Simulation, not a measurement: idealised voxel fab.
The process module that follows is named voxel self aligned vias.
For reference, the cross-section in this document is cut, with width 235 nm and square cells of 5 nm.
Cross-section layout: square cells on a grid; listed as bands, top to bottom; a band spans one or more cell rows.
This entry defines a band. It first specifies the height of the band's top and the height of its bottom in nm, and then specifies the band's materials from left to right, stating each material with its width in nm. The word "full width" identifies a single material that fills the band from edge to edge, while the word "blank" identifies empty space.
It should be noted that heights are counted from 0, beneath which the wafer as supplied is of one material throughout, and that the lowest band possesses no lower boundary but continues downward, as written in "0 down".
The two numbers in a width such as "30 to 40" mark its ends across the band: the first belongs to the top row of cells, the second to the bottom row, and from each row to the next the width moves by the same amount.
No cell of the cross-section changed in a step that is given as "same as before".
"closed voids": empty spaces of 8 cells or more with no open way to the top, each given as width x height at distance, distance from the left edge, all in nm.
The remark found on a step's line after its settings is issued by the simulator itself and pertains to that step.
When a step includes a mask, the "overlay nm" setting on its line states how far to the right of its planned place that mask lay, and negative values state how far to the left.
The planned process steps are enumerated hereunder
1. RECEIVE | material Si
2. CONFORMAL_DEP | material SiO2 | thk nm 10
3. CONFORMAL_DEP | material SiCN | thk nm 5
4. DIRECTIONAL_DEP | material lowk | thk nm 30
5. PATTERN | tone open | mask id LINES | material resist | width nm 25 | pitch nm 65 | thk nm 15 | overlay nm 0
6. DIRECTIONAL_ETCH | etch materials lowk | depth nm 30
7. STRIP | etch materials resist
8. CONFORMAL_DEP | material TiN | thk nm 5
9. FILL_DEP | material Ru | thk nm 5
10. CMP | height nm 45
11. SELECTIVE_ETCH | etch materials W Ru TiN | depth nm 5
12. FILL_DEP | material SiN | thk nm 5
13. CMP | height nm 45
14. DIRECTIONAL_DEP | material lowk | thk nm 20
15. MASKED_ETCH | tone open | mask id VIAS | width nm 35 | pitch nm 65 | etch materials lowk | depth nm 20 | overlay nm 0
16. MASKED_ETCH | tone open | mask id VIAS | width nm 35 | pitch nm 65 | etch materials SiN | depth nm 5 | overlay nm 0
17. CONFORMAL_DEP | material TiN | thk nm 5
18. FILL_DEP | material W | thk nm 10
19. CMP | height nm 65
20. CONFORMAL_DEP | material SiN | thk nm 5
Cross-section of the incoming wafer, state after step 1
    0 down: Si full width
    closed voids: none
First of two wafers: cross-section at end of module, run per plan
    70 to 65: SiN full width
    65 to 50: lowk: 35  TiN: 5  W: 25  TiN: 5  lowk: 30  TiN: 5  W: 25  TiN: 5  lowk: 30  TiN: 5  W: 25  TiN: 5  lowk: 35
    50 to 45: lowk: 35  TiN: 10  W: 15  TiN: 10  lowk: 30  TiN: 10  W: 15  TiN: 10  lowk: 30  TiN: 10  W: 15  TiN: 10  lowk: 35
    45 to 40: lowk: 40  TiN: 25  lowk: 40  TiN: 25  lowk: 40  TiN: 25  lowk: 40
    40 to 20: lowk: 40  TiN: 5  Ru: 15  TiN: 5  lowk: 40  TiN: 5  Ru: 15  TiN: 5  lowk: 40  TiN: 5  Ru: 15  TiN: 5  lowk: 40
    20 to 15: lowk: 40  TiN: 25  lowk: 40  TiN: 25  lowk: 40  TiN: 25  lowk: 40
    15 to 10: SiCN full width
    10 to 0: SiO2 full width
    0 down: Si full width
    closed voids: none
Now the second wafer, cross-sectioned at the end of the module. Nothing different at the start, nothing different in the plan compared with the first, just one mistake when it was actually run
    70 to 65: SiN full width
    65 to 45: lowk: 40  TiN: 5  W: 15  TiN: 5  lowk: 40  TiN: 5  W: 15  TiN: 5  lowk: 40  TiN: 5  W: 15  TiN: 5  lowk: 40
    45 to 40: lowk: 40  TiN: 25  lowk: 40  TiN: 25  lowk: 40  TiN: 25  lowk: 40
    40 to 20: lowk: 40  TiN: 5  Ru: 15  TiN: 5  lowk: 40  TiN: 5  Ru: 15  TiN: 5  lowk: 40  TiN: 5  Ru: 15  TiN: 5  lowk: 40
    20 to 15: lowk: 40  TiN: 25  lowk: 40  TiN: 25  lowk: 40  TiN: 25  lowk: 40
    15 to 10: SiCN full width
    10 to 0: SiO2 full width
    0 down: Si full width
    closed voids: none
Processing error: step 15 ran with different settings than intended, the actual operation and settings being MASKED_ETCH | tone open | mask id VIAS | width nm 25 | pitch nm 65 | etch materials lowk | depth nm 20 | overlay nm 0
Cell-count delta at end, second wafer over first, by material: TiN -6 | W -18 | lowk +24
